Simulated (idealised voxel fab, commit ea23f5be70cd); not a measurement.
This is a process module. Its name is voxel air gaps.
Square cell edge 5 nm, section width 155 nm, ID cut.
Square cells in a grid make up a cross-section in this document, and the grid is given as bands, listed from the top down, each one or more rows of cells. Look at the band entry: it leads with the top's height and the bottom's height in nm. Then it lists the materials left to right, with a width in nm for each. The word "edge to edge" on a single material says that material fills the band edge to edge. The word "air" is empty space. Heights are reckoned from 0. Under this level, the received wafer is all of one material. The bottommost band is open-ended downward, for example "0 -> down". A two-number width, for instance "30->40", indicates that the width is equal to the first number in the top row of the band and to the second number in the bottom row, and that it changes by a constant amount per row of cells. When a step is marked "everything unchanged", none of the cells in the cross-section changed during that step. The list in "Closed cavities" covers empty spaces of 8 cells or more that cannot reach the top through any open way, and it gives each as width x height at distance; the distance is from the left edge, and width, height and distance are in nm. Post-settings text on a step line: simulator's own remark regarding the step. "overlay nm" on a masked step: distance the mask lay right of its planned place, negative for left.
**The following list gives the planned process steps**
1: RECEIVE (material Si)
2: CONFORMAL_DEP (material SiO2; thk nm 15)
3: CONFORMAL_DEP (material SiCN; thk nm 5)
4: DIRECTIONAL_DEP (material lowk; thk nm 40)
5: PATTERN (tone open; mask id LINES; material resist; width nm 15; pitch nm 40; thk nm 20; overlay nm 0)
6: DIRECTIONAL_ETCH (etch materials lowk; depth nm 40)
7: STRIP (etch materials resist)
8: CONFORMAL_DEP (material TiN; thk nm 5)
9: FILL_DEP (material W; thk nm 10)
10: CMP (height nm 60)
11: EPI (material Ru; thk nm 10)
12: SELECTIVE_ETCH (etch materials lowk; depth nm 50)
13: CONFORMAL_DEP (material SiCN; thk nm 5)
**as received, after step 1**
  0 -> down  Si edge to edge
  Closed cavities: none
**Cross-section taken at module completion on the first of two wafers; processed per the plan**
  75 -> 70  15 nm air; 125 nm SiCN; 15 nm air
  70 -> 60  15 nm air; 5 nm SiCN; 35 nm Ru; 5 nm SiCN; 35 nm Ru; 5 nm SiCN; 35 nm Ru; 5 nm SiCN; 15 nm air
  60 -> 55  15 nm air; 15 nm SiCN; 5 nm TiN; 5 nm W; 5 nm TiN; 25 nm SiCN; 5 nm TiN; 5 nm W; 5 nm TiN; 25 nm SiCN; 5 nm TiN; 5 nm W; 5 nm TiN; 15 nm SiCN; 15 nm air
  55 -> 25  25 nm air; 5 nm SiCN; 5 nm TiN; 5 nm W; 5 nm TiN; 5 nm SiCN; 15 nm air; 5 nm SiCN; 5 nm TiN; 5 nm W; 5 nm TiN; 5 nm SiCN; 15 nm air; 5 nm SiCN; 5 nm TiN; 5 nm W; 5 nm TiN; 5 nm SiCN; 25 nm air
  25 -> 20  30 nm SiCN; 15 nm TiN; 25 nm SiCN; 15 nm TiN; 25 nm SiCN; 15 nm TiN; 30 nm SiCN
  20 -> 15  SiCN edge to edge
  15 -> 0  SiO2 edge to edge
  0 -> down  Si edge to edge
  Closed cavities: 15 x 30 at 50; 15 x 30 at 90
**Second wafer of the two, sectioned at the end of the module. It began like the first and followed the same plan, but one mistake was made while running it**
  75 -> 70  25 nm air; 125 nm SiCN; 5 nm air
  70 -> 60  25 nm air; 5 nm SiCN; 35 nm Ru; 5 nm SiCN; 35 nm Ru; 5 nm SiCN; 35 nm Ru; 5 nm SiCN; 5 nm air
  60 -> 55  25 nm air; 15 nm SiCN; 5 nm TiN; 5 nm W; 5 nm TiN; 25 nm SiCN; 5 nm TiN; 5 nm W; 5 nm TiN; 25 nm SiCN; 5 nm TiN; 5 nm W; 5 nm TiN; 15 nm SiCN; 5 nm air
  55 -> 25  35 nm air; 5 nm SiCN; 5 nm TiN; 5 nm W; 5 nm TiN; 5 nm SiCN; 15 nm air; 5 nm SiCN; 5 nm TiN; 5 nm W; 5 nm TiN; 5 nm SiCN; 15 nm air; 5 nm SiCN; 5 nm TiN; 5 nm W; 5 nm TiN; 5 nm SiCN; 15 nm air
  25 -> 20  40 nm SiCN; 15 nm TiN; 25 nm SiCN; 15 nm TiN; 25 nm SiCN; 15 nm TiN; 20 nm SiCN
  20 -> 15  SiCN edge to edge
  15 -> 0  SiO2 edge to edge
  0 -> down  Si edge to edge
  Closed cavities: 15 x 30 at 60; 15 x 30 at 100
The mistake made against the process plan was this: contrary to plan, step 5 was performed as PATTERN (tone open; mask id LINES; material resist; width nm 15; pitch nm 40; thk nm 20; overlay nm 10)
at the end the second wafer has, in cells: as many of each material as the first, in other places
